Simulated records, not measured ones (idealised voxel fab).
Process module, titled voxel gate over fins
FYI the section here is cut, 250 nm wide, cells are 5 nm squares.
In this document a cross-section is written as a grid of square cells. It is given as a series of bands, listed from the top down, and a band is one or more rows of cells. Basically the band line says how high the top is and how high the bottom is, in nm, and then what's in it from left to right, every material with its width in nm. Empty space shows up as "empty", and if a single material carries "edge to edge" it runs the full band edge to edge. Zero point of the height axis is 0; under it, received wafer = one material. Lowest band: continues down indefinitely, "0 nm and below". It should be noted that a width expressed as "30->40" varies in equal increments from row to row of cells within the band, taking the value of the first number at the top row and that of the second number at the bottom row. A step reported as "stayed the same" is a step in which no cell of the cross-section changed. "Sealed cavities" contains a list of empty spaces, each no smaller than 8 cells and without an open way to the top, written in the form width x height at distance with the distance from the left edge and all three in nm. The remark found on a step's line after its settings is issued by the simulator itself and pertains to that step. If you see "overlay nm" on a step's line and that step has a mask, it's telling you how far right of where it was planned the mask ended up; a negative number means it went left instead. Quick note on how to read the rest: it's all pairs. You get the cross-section before a process step and the one after, but the after one only goes down as far as the lowest band that changed. The step in between, with its settings, sits under the pair. Heads up, the pairs can come from different runs of this module on the same starting wafer, so don't assume a pair picks up from the one above unless its "Cross-section, before" entry says it does.

Cross-section, before:
* 30 nm to 10 nm = empty (15), then resist (15), then empty (45), then resist (15), then empty (45), then resist (15), then empty (45), then resist (15), then empty (40)
* 10 nm to 0 nm = SiN edge to edge
* 0 nm and below = Si edge to edge
* Sealed cavities: none

Post-Step Snapshot:
* 30 nm to 10 nm = empty (15), then resist (15), then empty (45), then resist (15), then empty (45), then resist (15), then empty (45), then resist (15), then empty (40)
* 10 nm to 0 nm = empty (15), then SiN (15), then empty (45), then SiN (15), then empty (45), then SiN (15), then empty (45), then SiN (15), then empty (40)
* Beneath the level 0, the cross-section is identical to its previous state.
* Sealed cavities: none
What sits between those two cross-sections? DIRECTIONAL_ETCH with etch materials SiN, depth nm 10

Cross-section, before: unchanged from the after cross-section in the pair immediately above; refer to that figure.

Post-Step Snapshot:
* 30 nm to 10 nm = empty (15), then resist (15), then empty (45), then resist (15), then empty (45), then resist (15), then empty (45), then resist (15), then empty (40)
* 10 nm to 0 nm = empty (15), then SiN (15), then empty (45), then SiN (15), then empty (45), then SiN (15), then empty (45), then SiN (15), then empty (40)
* 0 nm to -40 nm = empty (15), then Si (15), then empty (45), then Si (15), then empty (45), then Si (15), then empty (45), then Si (15), then empty (40)
* Beneath the level -40, the cross-section is identical to its previous state.
* Sealed cavities: none
What sits between those two cross-sections? DIRECTIONAL_ETCH with etch materials Si, depth nm 40

Cross-section, before: unchanged from the after cross-section in the pair immediately above; refer to that figure.

Post-Step Snapshot:
* 10 nm to 0 nm = empty (15), then SiN (15), then empty (45), then SiN (15), then empty (45), then SiN (15), then empty (45), then SiN (15), then empty (40)
* Beneath the level 0, the cross-section is identical to its previous state.
* Sealed cavities: none
What sits between those two cross-sections? STRIP with etch materials resist

Cross-section, before: unchanged from the after cross-section in the pair immediately above; refer to that figure.

Post-Step Snapshot:
* 10 nm to 0 nm = empty (15), then SiN (15), then empty (45), then SiN (15), then empty (45), then SiN (15), then empty (45), then SiN (15), then empty (40)
* 0 nm to -40 nm = empty (15), then SiO2 (5), then Si (5), then SiO2 (5), then empty (45), then SiO2 (5), then Si (5), then SiO2 (5), then empty (45), then SiO2 (5), then Si (5), then SiO2 (5), then empty (45), then SiO2 (5), then Si (5), then SiO2 (5), then empty (40)
* -40 nm to -45 nm = SiO2 (20), then Si (5), then SiO2 (55), then Si (5), then SiO2 (55), then Si (5), then SiO2 (55), then Si (5), then SiO2 (45)
* Beneath the level -45, the cross-section is identical to its previous state.
* Sealed cavities: none
What sits between those two cross-sections? OXIDIZE with depth nm 5

Cross-section, before: unchanged from the after cross-section in the pair immediately above; refer to that figure.

Post-Step Snapshot:
* 15 nm to 10 nm = SiO2 edge to edge
* 10 nm to 0 nm = SiO2 (15), then SiN (15), then SiO2 (45), then SiN (15), then SiO2 (45), then SiN (15), then SiO2 (45), then SiN (15), then SiO2 (40)
* 0 nm to -45 nm = SiO2 (20), then Si (5), then SiO2 (55), then Si (5), then SiO2 (55), then Si (5), then SiO2 (55), then Si (5), then SiO2 (45)
* Beneath the level -45, the cross-section is identical to its previous state.
* Sealed cavities: none
What sits between those two cross-sections? FILL_DEP with material SiO2, thk nm 5

Cross-section, before: unchanged from the after cross-section in the pair immediately above; refer to that figure.

Post-Step Snapshot:
* 10 nm to 0 nm = SiO2 (15), then SiN (15), then SiO2 (45), then SiN (15), then SiO2 (45), then SiN (15), then SiO2 (45), then SiN (15), then SiO2 (40)
* Beneath the level 0, the cross-section is identical to its previous state.
* Sealed cavities: none
What sits between those two cross-sections? CMP with height nm 10

Cross-section, before: unchanged from the after cross-section in the pair immediately above; refer to that figure.

Post-Step Snapshot:
* 10 nm to 0 nm = SiO2 (15), then SiN (15), then SiO2 (25), then empty (15), then SiO2 (5), then SiN (15), then SiO2 (45), then SiN (15), then SiO2 (45), then SiN (15), then SiO2 (40)
* 0 nm to -35 nm = SiO2 (20), then Si (5), then SiO2 (30), then empty (15), then SiO2 (10), then Si (5), then SiO2 (55), then Si (5), then SiO2 (55), then Si (5), then SiO2 (45)
* Beneath the level -35, the cross-section is identical to its previous state.
* Sealed cavities: none
What sits between those two cross-sections? MASKED_ETCH with tone open, mask id RAIL, width nm 15, etch materials SiO2, depth nm 45, overlay nm 0

Cross-section, before: unchanged from the after cross-section in the pair immediately above; refer to that figure.

Post-Step Snapshot:
* 15 nm to 10 nm = TiN (60), then empty (5), then TiN (185)
* 10 nm to 0 nm = SiO2 (15), then SiN (15), then SiO2 (25), then TiN (5), then empty (5), then TiN (5), then SiO2 (5), then SiN (15), then SiO2 (45), then SiN (15), then SiO2 (45), then SiN (15), then SiO2 (40)
* 0 nm to -30 nm = SiO2 (20), then Si (5), then SiO2 (30), then TiN (5), then empty (5), then TiN (5), then SiO2 (10), then Si (5), then SiO2 (55), then Si (5), then SiO2 (55), then Si (5), then SiO2 (45)
* -30 nm to -35 nm = SiO2 (20), then Si (5), then SiO2 (30), then TiN (15), then SiO2 (10), then Si (5), then SiO2 (55), then Si (5), then SiO2 (55), then Si (5), then SiO2 (45)
* Beneath the level -35, the cross-section is identical to its previous state.
* Sealed cavities: none
What sits between those two cross-sections? CONFORMAL_DEP with material TiN, thk nm 5

Cross-section, before: unchanged from the after cross-section in the pair immediately above; refer to that figure.

Post-Step Snapshot:
* 25 nm to 15 nm = Ru edge to edge
* 15 nm to 10 nm = TiN (60), then Ru (5), then TiN (185)
* 10 nm to 0 nm = SiO2 (15), then SiN (15), then SiO2 (25), then TiN (5), then Ru (5), then TiN (5), then SiO2 (5), then SiN (15), then SiO2 (45), then SiN (15), then SiO2 (45), then SiN (15), then SiO2 (40)
* 0 nm to -30 nm = SiO2 (20), then Si (5), then SiO2 (30), then TiN (5), then Ru (5), then TiN (5), then SiO2 (10), then Si (5), then SiO2 (55), then Si (5), then SiO2 (55), then Si (5), then SiO2 (45)
* Beneath the level -30, the cross-section is identical to its previous state.
* Sealed cavities: none
What sits between those two cross-sections? FILL_DEP with material Ru, thk nm 10

Cross-section, before: unchanged from the after cross-section in the pair immediately above; refer to that figure.

Post-Step Snapshot:
* 10 nm to 0 nm = SiO2 (15), then SiN (15), then SiO2 (25), then TiN (5), then Ru (5), then TiN (5), then SiO2 (5), then SiN (15), then SiO2 (45), then SiN (15), then SiO2 (45), then SiN (15), then SiO2 (40)
* Beneath the level 0, the cross-section is identical to its previous state.
* Sealed cavities: none
What sits between those two cross-sections? CMP with height nm 10

Cross-section, before: unchanged from the after cross-section in the pair immediately above; refer to that figure.

Post-Step Snapshot:
* 10 nm to 0 nm = SiO2 (15), then SiN (15), then SiO2 (25), then empty (15), then SiO2 (5), then SiN (15), then SiO2 (45), then SiN (15), then SiO2 (45), then SiN (15), then SiO2 (40)
* 0 nm to -15 nm = SiO2 (20), then Si (5), then SiO2 (30), then empty (15), then SiO2 (10), then Si (5), then SiO2 (55), then Si (5), then SiO2 (55), then Si (5), then SiO2 (45)
* Beneath the level -15, the cross-section is identical to its previous state.
* Sealed cavities: none
What sits between those two cross-sections? SELECTIVE_ETCH with etch materials W Ru TiN, depth nm 25

Cross-section, before: unchanged from the after cross-section in the pair immediately above; refer to that figure.

Post-Step Snapshot:
* 15 nm to 10 nm = SiO2 edge to edge
* 10 nm to 0 nm = SiO2 (15), then SiN (15), then SiO2 (45), then SiN (15), then SiO2 (45), then SiN (15), then SiO2 (45), then SiN (15), then SiO2 (40)
* 0 nm to -15 nm = SiO2 (20), then Si (5), then SiO2 (55), then Si (5), then SiO2 (55), then Si (5), then SiO2 (55), then Si (5), then SiO2 (45)
* Beneath the level -15, the cross-section is identical to its previous state.
* Sealed cavities: none
What sits between those two cross-sections? FILL_DEP with material SiO2, thk nm 5

Cross-section, before: unchanged from the after cross-section in the pair immediately above; refer to that figure.

Post-Step Snapshot:
* 10 nm to 0 nm = SiO2 (15), then SiN (15), then SiO2 (45), then SiN (15), then SiO2 (45), then SiN (15), then SiO2 (45), then SiN (15), then SiO2 (40)
* Beneath the level 0, the cross-section is identical to its previous state.
* Sealed cavities: none
What sits between those two cross-sections? CMP with height nm 10

Cross-section, before: unchanged from the after cross-section in the pair immediately above; refer to that figure.

Post-Step Snapshot:
* 10 nm to 0 nm = empty (15), then SiN (15), then empty (45), then SiN (15), then empty (45), then SiN (15), then empty (45), then SiN (15), then empty (40)
* 0 nm to -10 nm = empty (20), then Si (5), then empty (55), then Si (5), then empty (55), then Si (5), then empty (55), then Si (5), then empty (45)
* Beneath the level -10, the cross-section is identical to its previous state.
* Sealed cavities: none
What sits between those two cross-sections? SELECTIVE_ETCH with etch materials SiO2, depth nm 20

Cross-section, before: unchanged from the after cross-section in the pair immediately above; refer to that figure.

Post-Step Snapshot:
* 0 nm to -10 nm = empty (20), then Si (5), then empty (55), then Si (5), then empty (55), then Si (5), then empty (55), then Si (5), then empty (45)
* Beneath the level -10, the cross-section is identical to its previous state.
* Sealed cavities: none
What sits between those two cross-sections? STRIP with etch materials SiN

Cross-section, before: unchanged from the after cross-section in the pair immediately above; refer to that figure.

Post-Step Snapshot:
* 5 nm to 0 nm = empty (15), then HfO2 (15), then empty (45), then HfO2 (15), then empty (45), then HfO2 (15), then empty (45), then HfO2 (15), then empty (40)
* 0 nm to -5 nm = empty (15), then HfO2 (5), then Si (5), then HfO2 (5), then empty (45), then HfO2 (5), then Si (5), then HfO2 (5), then empty (45), then HfO2 (5), then Si (5), then HfO2 (5), then empty (45), then HfO2 (5), then Si (5), then HfO2 (5), then empty (40)
* -5 nm to -10 nm = HfO2 (20), then Si (5), then HfO2 (55), then Si (5), then HfO2 (55), then Si (5), then HfO2 (55), then Si (5), then HfO2 (45)
* Beneath the level -10, the cross-section is identical to its previous state.
* Sealed cavities: none
What sits between those two cross-sections? CONFORMAL_DEP with material HfO2, thk nm 5

Cross-section, before: unchanged from the after cross-section in the pair immediately above; refer to that figure.

Post-Step Snapshot:
* 10 nm to 5 nm = empty (10), then TiN (25), then empty (35), then TiN (25), then empty (35), then TiN (25), then empty (35), then TiN (25), then empty (35)
* 5 nm to 0 nm = empty (10), then TiN (5), then HfO2 (15), then TiN (5), then empty (35), then TiN (5), then HfO2 (15), then TiN (5), then empty (35), then TiN (5), then HfO2 (15), then TiN (5), then empty (35), then TiN (5), then HfO2 (15), then TiN (5), then empty (35)
* 0 nm to -5 nm = TiN (15), then HfO2 (5), then Si (5), then HfO2 (5), then TiN (45), then HfO2 (5), then Si (5), then HfO2 (5), then TiN (45), then HfO2 (5), then Si (5), then HfO2 (5), then TiN (45), then HfO2 (5), then Si (5), then HfO2 (5), then TiN (40)
* Beneath the level -5, the cross-section is identical to its previous state.
* Sealed cavities: none
What sits between those two cross-sections? CONFORMAL_DEP with material TiN, thk nm 5

Cross-section, before: unchanged from the after cross-section in the pair immediately above; refer to that figure.

Post-Step Snapshot:
* 15 nm to 10 nm = empty (5), then TiAl (35), then empty (25), then TiAl (35), then empty (25), then TiAl (35), then empty (25), then TiAl (35), then empty (30)
* 10 nm to 5 nm = empty (5), then TiAl (5), then TiN (25), then TiAl (5), then empty (25), then TiAl (5), then TiN (25), then TiAl (5), then empty (25), then TiAl (5), then TiN (25), then TiAl (5), then empty (25), then TiAl (5), then TiN (25), then TiAl (5), then empty (30)
* 5 nm to 0 nm = TiAl (10), then TiN (5), then HfO2 (15), then TiN (5), then TiAl (35), then TiN (5), then HfO2 (15), then TiN (5), then TiAl (35), then TiN (5), then HfO2 (15), then TiN (5), then TiAl (35), then TiN (5), then HfO2 (15), then TiN (5), then TiAl (35)
* Beneath the level 0, the cross-section is identical to its previous state.
* Sealed cavities: none
What sits between those two cross-sections? CONFORMAL_DEP with material TiAl, thk nm 5

Cross-section, before: unchanged from the after cross-section in the pair immediately above; refer to that figure.

Post-Step Snapshot:
* 20 nm to 15 nm = TiN (45), then empty (15), then TiN (45), then empty (15), then TiN (45), then empty (15), then TiN (45), then empty (25)
* 15 nm to 10 nm = TiN (5), then TiAl (35), then TiN (5), then empty (15), then TiN (5), then TiAl (35), then TiN (5), then empty (15), then TiN (5), then TiAl (35), then TiN (5), then empty (15), then TiN (5), then TiAl (35), then TiN (5), then empty (25)
* 10 nm to 5 nm = TiN (5), then TiAl (5), then TiN (25), then TiAl (5), then TiN (25), then TiAl (5), then TiN (25), then TiAl (5), then TiN (25), then TiAl (5), then TiN (25), then TiAl (5), then TiN (25), then TiAl (5), then TiN (25), then TiAl (5), then TiN (30)
* Beneath the level 5, the cross-section is identical to its previous state.
* Sealed cavities: none
What sits between those two cross-sections? CONFORMAL_DEP with material TiN, thk nm 5

Cross-section, before: unchanged from the after cross-section in the pair immediately above; refer to that figure.

Post-Step Snapshot:
* 30 nm to 20 nm = W edge to edge
* 20 nm to 15 nm = TiN (45), then W (15), then TiN (45), then W (15), then TiN (45), then W (15), then TiN (45), then W (25)
* 15 nm to 10 nm = TiN (5), then TiAl (35), then TiN (5), then W (15), then TiN (5), then TiAl (35), then TiN (5), then W (15), then TiN (5), then TiAl (35), then TiN (5), then W (15), then TiN (5), then TiAl (35), then TiN (5), then W (25)
* Beneath the level 10, the cross-section is identical to its previous state.
* Sealed cavities: none
What sits between those two cross-sections? FILL_DEP with material W, thk nm 10

Cross-section, before: unchanged from the after cross-section in the pair immediately above; refer to that figure.

Post-Step Snapshot:
* 25 nm to 20 nm = W edge to edge
* Beneath the level 20, the cross-section is identical to its previous state.
* Sealed cavities: none
What sits between those two cross-sections? CMP with height nm 25

Cross-section, before: unchanged from the after cross-section in the pair immediately above; refer to that figure.

Post-Step Snapshot:
* 35 nm to 25 nm = SiCN edge to edge
* Beneath the level 25, the cross-section is identical to its previous state.
* Sealed cavities: none
What sits between those two cross-sections? CONFORMAL_DEP with material SiCN, thk nm 10

Cross-section, before:
* 10 nm to 0 nm = SiO2 (25), then SiN (15), then SiO2 (15), then empty (15), then SiO2 (15), then SiN (15), then SiO2 (45), then SiN (15), then SiO2 (45), then SiN (15), then SiO2 (30)
* 0 nm to -35 nm = SiO2 (30), then Si (5), then SiO2 (20), then empty (15), then SiO2 (20), then Si (5), then SiO2 (55), then Si (5), then SiO2 (55), then Si (5), then SiO2 (35)
* -35 nm to -45 nm = SiO2 (30), then Si (5), then SiO2 (55), then Si (5), then SiO2 (55), then Si (5), then SiO2 (55), then Si (5), then SiO2 (35)
* -45 nm and below = Si edge to edge
* Sealed cavities: none

Post-Step Snapshot:
* 15 nm to 10 nm = SiCN (60), then empty (5), then SiCN (185)
* 10 nm to 0 nm = SiO2 (25), then SiN (15), then SiO2 (15), then SiCN (5), then empty (5), then SiCN (5), then SiO2 (15), then SiN (15), then SiO2 (45), then SiN (15), then SiO2 (45), then SiN (15), then SiO2 (30)
* 0 nm to -30 nm = SiO2 (30), then Si (5), then SiO2 (20), then SiCN (5), then empty (5), then SiCN (5), then SiO2 (20), then Si (5), then SiO2 (55), then Si (5), then SiO2 (55), then Si (5), then SiO2 (35)
* -30 nm to -35 nm = SiO2 (30), then Si (5), then SiO2 (20), then SiCN (15), then SiO2 (20), then Si (5), then SiO2 (55), then Si (5), then SiO2 (55), then Si (5), then SiO2 (35)
* Beneath the level -35, the cross-section is identical to its previous state.
* Sealed cavities: none
What sits between those two cross-sections? CONFORMAL_DEP with material SiCN, thk nm 5

Cross-section, before: unchanged from the after cross-section in the pair immediately above; refer to that figure.

Post-Step Snapshot:
* 25 nm to 15 nm = Ru edge to edge
* 15 nm to 10 nm = SiCN (60), then Ru (5), then SiCN (185)
* 10 nm to 0 nm = SiO2 (25), then SiN (15), then SiO2 (15), then SiCN (5), then Ru (5), then SiCN (5), then SiO2 (15), then SiN (15), then SiO2 (45), then SiN (15), then SiO2 (45), then SiN (15), then SiO2 (30)
* 0 nm to -30 nm = SiO2 (30), then Si (5), then SiO2 (20), then SiCN (5), then Ru (5), then SiCN (5), then SiO2 (20), then Si (5), then SiO2 (55), then Si (5), then SiO2 (55), then Si (5), then SiO2 (35)
* Beneath the level -30, the cross-section is identical to its previous state.
* Sealed cavities: none
What sits between those two cross-sections? FILL_DEP with material Ru, thk nm 10

Cross-section, before: unchanged from the after cross-section in the pair immediately above; refer to that figure.

Post-Step Snapshot:
* 10 nm to 0 nm = SiO2 (25), then SiN (15), then SiO2 (15), then SiCN (5), then Ru (5), then SiCN (5), then SiO2 (15), then SiN (15), then SiO2 (45), then SiN (15), then SiO2 (45), then SiN (15), then SiO2 (30)
* Beneath the level 0, the cross-section is identical to its previous state.
* Sealed cavities: none
What sits between those two cross-sections? CMP with height nm 10

Cross-section, before: unchanged from the after cross-section in the pair immediately above; refer to that figure.

Post-Step Snapshot:
* 10 nm to 0 nm = SiO2 (25), then SiN (15), then SiO2 (15), then SiCN (5), then empty (5), then SiCN (5), then SiO2 (15), then SiN (15), then SiO2 (45), then SiN (15), then SiO2 (45), then SiN (15), then SiO2 (30)
* 0 nm to -15 nm = SiO2 (30), then Si (5), then SiO2 (20), then SiCN (5), then empty (5), then SiCN (5), then SiO2 (20), then Si (5), then SiO2 (55), then Si (5), then SiO2 (55), then Si (5), then SiO2 (35)
* Beneath the level -15, the cross-section is identical to its previous state.
* Sealed cavities: none
What sits between those two cross-sections? SELECTIVE_ETCH with etch materials W Ru TiN, depth nm 25

Cross-section, before: unchanged from the after cross-section in the pair immediately above; refer to that figure.

Post-Step Snapshot:
* 15 nm to 10 nm = SiO2 edge to edge
* 10 nm to 0 nm = SiO2 (25), then SiN (15), then SiO2 (15), then SiCN (5), then SiO2 (5), then SiCN (5), then SiO2 (15), then SiN (15), then SiO2 (45), then SiN (15), then SiO2 (45), then SiN (15), then SiO2 (30)
* 0 nm to -15 nm = SiO2 (30), then Si (5), then SiO2 (20), then SiCN (5), then SiO2 (5), then SiCN (5), then SiO2 (20), then Si (5), then SiO2 (55), then Si (5), then SiO2 (55), then Si (5), then SiO2 (35)
* Beneath the level -15, the cross-section is identical to its previous state.
* Sealed cavities: none
What sits between those two cross-sections? FILL_DEP with material SiO2, thk nm 5

Cross-section, before: unchanged from the after cross-section in the pair immediately above; refer to that figure.

Post-Step Snapshot:
* 10 nm to 0 nm = SiO2 (25), then SiN (15), then SiO2 (15), then SiCN (5), then SiO2 (5), then SiCN (5), then SiO2 (15), then SiN (15), then SiO2 (45), then SiN (15), then SiO2 (45), then SiN (15), then SiO2 (30)
* Beneath the level 0, the cross-section is identical to its previous state.
* Sealed cavities: none
What sits between those two cross-sections? CMP with height nm 10

Cross-section, before: unchanged from the after cross-section in the pair immediately above; refer to that figure.

Post-Step Snapshot:
* 10 nm to 0 nm = empty (25), then SiN (15), then empty (15), then SiCN (5), then empty (5), then SiCN (5), then empty (15), then SiN (15), then empty (45), then SiN (15), then empty (45), then SiN (15), then empty (30)
* 0 nm to -10 nm = empty (30), then Si (5), then empty (20), then SiCN (5), then empty (5), then SiCN (5), then empty (20), then Si (5), then empty (55), then Si (5), then empty (55), then Si (5), then empty (35)
* Beneath the level -10, the cross-section is identical to its previous state.
* Sealed cavities: none
What sits between those two cross-sections? SELECTIVE_ETCH with etch materials SiO2, depth nm 20

Cross-section, before: unchanged from the after cross-section in the pair immediately above; refer to that figure.

Post-Step Snapshot:
* 10 nm to 0 nm = empty (55), then SiCN (5), then empty (5), then SiCN (5), then empty (180)
* Beneath the level 0, the cross-section is identical to its previous state.
* Sealed cavities: none
What sits between those two cross-sections? STRIP with etch materials SiN

Cross-section, before: unchanged from the after cross-section in the pair immediately above; refer to that figure.

Post-Step Snapshot:
* 15 nm to 10 nm = empty (50), then HfO2 (25), then empty (175)
* 10 nm to 5 nm = empty (50), then HfO2 (5), then SiCN (5), then HfO2 (5), then SiCN (5), then HfO2 (5), then empty (175)
* 5 nm to 0 nm = empty (25), then HfO2 (15), then empty (10), then HfO2 (5), then SiCN (5), then HfO2 (5), then SiCN (5), then HfO2 (5), then empty (10), then HfO2 (15), then empty (45), then HfO2 (15), then empty (45), then HfO2 (15), then empty (30)
* 0 nm to -5 nm = empty (25), then HfO2 (5), then Si (5), then HfO2 (5), then empty (10), then HfO2 (5), then SiCN (5), then HfO2 (5), then SiCN (5), then HfO2 (5), then empty (10), then HfO2 (5), then Si (5), then HfO2 (5), then empty (45), then HfO2 (5), then Si (5), then HfO2 (5), then empty (45), then HfO2 (5), then Si (5), then HfO2 (5), then empty (30)
* -5 nm to -10 nm = HfO2 (30), then Si (5), then HfO2 (20), then SiCN (5), then HfO2 (5), then SiCN (5), then HfO2 (20), then Si (5), then HfO2 (55), then Si (5), then HfO2 (55), then Si (5), then HfO2 (35)
* Beneath the level -10, the cross-section is identical to its previous state.
* Sealed cavities: none
What sits between those two cross-sections? CONFORMAL_DEP with material HfO2, thk nm 5

Cross-section, before: unchanged from the after cross-section in the pair immediately above; refer to that figure.

Post-Step Snapshot:
* 20 nm to 15 nm = empty (45), then TiN (35), then empty (170)
* 15 nm to 10 nm = empty (45), then TiN (5), then HfO2 (25), then TiN (5), then empty (170)
* 10 nm to 5 nm = empty (20), then TiN (30), then HfO2 (5), then SiCN (5), then HfO2 (5), then SiCN (5), then HfO2 (5), then TiN (30), then empty (35), then TiN (25), then empty (35), then TiN (25), then empty (25)
* 5 nm to 0 nm = empty (20), then TiN (5), then HfO2 (15), then TiN (10), then HfO2 (5), then SiCN (5), then HfO2 (5), then SiCN (5), then HfO2 (5), then TiN (10), then HfO2 (15), then TiN (5), then empty (35), then TiN (5), then HfO2 (15), then TiN (5), then empty (35), then TiN (5), then HfO2 (15), then TiN (5), then empty (25)
* 0 nm to -5 nm = TiN (25), then HfO2 (5), then Si (5), then HfO2 (5), then TiN (10), then HfO2 (5), then SiCN (5), then HfO2 (5), then SiCN (5), then HfO2 (5), then TiN (10), then HfO2 (5), then Si (5), then HfO2 (5), then TiN (45), then HfO2 (5), then Si (5), then HfO2 (5), then TiN (45), then HfO2 (5), then Si (5), then HfO2 (5), then TiN (30)
* Beneath the level -5, the cross-section is identical to its previous state.
* Sealed cavities: none
What sits between those two cross-sections? CONFORMAL_DEP with material TiN, thk nm 5

Cross-section, before: unchanged from the after cross-section in the pair immediately above; refer to that figure.

Post-Step Snapshot:
* 25 nm to 20 nm = empty (40), then TiAl (45), then empty (165)
* 20 nm to 15 nm = empty (40), then TiAl (5), then TiN (35), then TiAl (5), then empty (165)
* 15 nm to 10 nm = empty (15), then TiAl (30), then TiN (5), then HfO2 (25), then TiN (5), then TiAl (30), then empty (25), then TiAl (35), then empty (25), then TiAl (35), then empty (20)
* 10 nm to 5 nm = empty (15), then TiAl (5), then TiN (30), then HfO2 (5), then SiCN (5), then HfO2 (5), then SiCN (5), then HfO2 (5), then TiN (30), then TiAl (5), then empty (25), then TiAl (5), then TiN (25), then TiAl (5), then empty (25), then TiAl (5), then TiN (25), then TiAl (5), then empty (20)
* 5 nm to 0 nm = TiAl (20), then TiN (5), then HfO2 (15), then TiN (10), then HfO2 (5), then SiCN (5), then HfO2 (5), then SiCN (5), then HfO2 (5), then TiN (10), then HfO2 (15), then TiN (5), then TiAl (35), then TiN (5), then HfO2 (15), then TiN (5), then TiAl (35), then TiN (5), then HfO2 (15), then TiN (5), then TiAl (25)
* Beneath the level 0, the cross-section is identical to its previous state.
* Sealed cavities: none
What sits between those two cross-sections? CONFORMAL_DEP with material TiAl, thk nm 5

Cross-section, before: unchanged from the after cross-section in the pair immediately above; refer to that figure.

Post-Step Snapshot:
* 30 nm to 25 nm = empty (35), then TiN (55), then empty (160)
* 25 nm to 20 nm = empty (35), then TiN (5), then TiAl (45), then TiN (5), then empty (160)
* 20 nm to 15 nm = empty (10), then TiN (30), then TiAl (5), then TiN (35), then TiAl (5), then TiN (30), then empty (15), then TiN (45), then empty (15), then TiN (45), then empty (15)
* 15 nm to 10 nm = empty (10), then TiN (5), then TiAl (30), then TiN (5), then HfO2 (25), then TiN (5), then TiAl (30), then TiN (5), then empty (15), then TiN (5), then TiAl (35), then TiN (5), then empty (15), then TiN (5), then TiAl (35), then TiN (5), then empty (15)
* 10 nm to 5 nm = TiN (15), then TiAl (5), then TiN (30), then HfO2 (5), then SiCN (5), then HfO2 (5), then SiCN (5), then HfO2 (5), then TiN (30), then TiAl (5), then TiN (25), then TiAl (5), then TiN (25), then TiAl (5), then TiN (25), then TiAl (5), then TiN (25), then TiAl (5), then TiN (20)
* Beneath the level 5, the cross-section is identical to its previous state.
* Sealed cavities: none
What sits between those two cross-sections? CONFORMAL_DEP with material TiN, thk nm 5

Cross-section, before: unchanged from the after cross-section in the pair immediately above; refer to that figure.

Post-Step Snapshot:
* 40 nm to 30 nm = W edge to edge
* 30 nm to 25 nm = W (35), then TiN (55), then W (160)
* 25 nm to 20 nm = W (35), then TiN (5), then TiAl (45), then TiN (5), then W (160)
* 20 nm to 15 nm = W (10), then TiN (30), then TiAl (5), then TiN (35), then TiAl (5), then TiN (30), then W (15), then TiN (45), then W (15), then TiN (45), then W (15)
* 15 nm to 10 nm = W (10), then TiN (5), then TiAl (30), then TiN (5), then HfO2 (25), then TiN (5), then TiAl (30), then TiN (5), then W (15), then TiN (5), then TiAl (35), then TiN (5), then W (15), then TiN (5), then TiAl (35), then TiN (5), then W (15)
* Beneath the level 10, the cross-section is identical to its previous state.
* Sealed cavities: none
What sits between those two cross-sections? FILL_DEP with material W, thk nm 10

Cross-section, before: unchanged from the after cross-section in the pair immediately above; refer to that figure.

Post-Step Snapshot:
* 25 nm to 20 nm = W (35), then TiN (5), then TiAl (45), then TiN (5), then W (160)
* Beneath the level 20, the cross-section is identical to its previous state.
* Sealed cavities: none
What sits between those two cross-sections? CMP with height nm 25

Cross-section, before: unchanged from the after cross-section in the pair immediately above; refer to that figure.

Post-Step Snapshot:
* 35 nm to 25 nm = SiCN edge to edge
* Beneath the level 25, the cross-section is identical to its previous state.
* Sealed cavities: none
What sits between those two cross-sections? CONFORMAL_DEP with material SiCN, thk nm 10

Cross-section, before:
* 10 nm to 0 nm = SiO2 (25), then SiN (15), then SiO2 (45), then SiN (15), then SiO2 (45), then SiN (15), then SiO2 (45), then SiN (15), then SiO2 (30)
* 0 nm to -45 nm = SiO2 (30), then Si (5), then SiO2 (55), then Si (5), then SiO2 (55), then Si (5), then SiO2 (55), then Si (5), then SiO2 (35)
* -45 nm and below = Si edge to edge
* Sealed cavities: none

Post-Step Snapshot:
* 10 nm to 0 nm = empty (25), then SiN (15), then empty (15), then SiO2 (15), then empty (15), then SiN (15), then empty (45), then SiN (15), then empty (45), then SiN (15), then empty (30)
* 0 nm to -35 nm = empty (25), then SiO2 (5), then Si (5), then SiO2 (5), then empty (15), then SiO2 (15), then empty (15), then SiO2 (5), then Si (5), then SiO2 (5), then empty (45), then SiO2 (5), then Si (5), then SiO2 (5), then empty (45), then SiO2 (5), then Si (5), then SiO2 (5), then empty (30)
* Beneath the level -35, the cross-section is identical to its previous state.
* Sealed cavities: none
What sits between those two cross-sections? MASKED_ETCH with tone cover, mask id RAIL, width nm 15, etch materials SiO2, depth nm 45, overlay nm 0

Cross-section, before: unchanged from the after cross-section in the pair immediately above; refer to that figure.

Post-Step Snapshot:
* 15 nm to 10 nm = empty (20), then TiN (25), then empty (5), then TiN (25), then empty (5), then TiN (25), then empty (35), then TiN (25), then empty (35), then TiN (25), then empty (25)
* 10 nm to 0 nm = empty (20), then TiN (5), then SiN (15), then TiN (5), then empty (5), then TiN (5), then SiO2 (15), then TiN (5), then empty (5), then TiN (5), then SiN (15), then TiN (5), then empty (35), then TiN (5), then SiN (15), then TiN (5), then empty (35), then TiN (5), then SiN (15), then TiN (5), then empty (25)
* 0 nm to -30 nm = empty (20), then TiN (5), then SiO2 (5), then Si (5), then SiO2 (5), then TiN (5), then empty (5), then TiN (5), then SiO2 (15), then TiN (5), then empty (5), then TiN (5), then SiO2 (5), then Si (5), then SiO2 (5), then TiN (5), then empty (35), then TiN (5), then SiO2 (5), then Si (5), then SiO2 (5), then TiN (5), then empty (35), then TiN (5), then SiO2 (5), then Si (5), then SiO2 (5), then TiN (5), then empty (25)
* -30 nm to -35 nm = TiN (25), then SiO2 (5), then Si (5), then SiO2 (5), then TiN (15), then SiO2 (15), then TiN (15), then SiO2 (5), then Si (5), then SiO2 (5), then TiN (45), then SiO2 (5), then Si (5), then SiO2 (5), then TiN (45), then SiO2 (5), then Si (5), then SiO2 (5), then TiN (30)
* Beneath the level -35, the cross-section is identical to its previous state.
* Sealed cavities: none
What sits between those two cross-sections? CONFORMAL_DEP with material TiN, thk nm 5
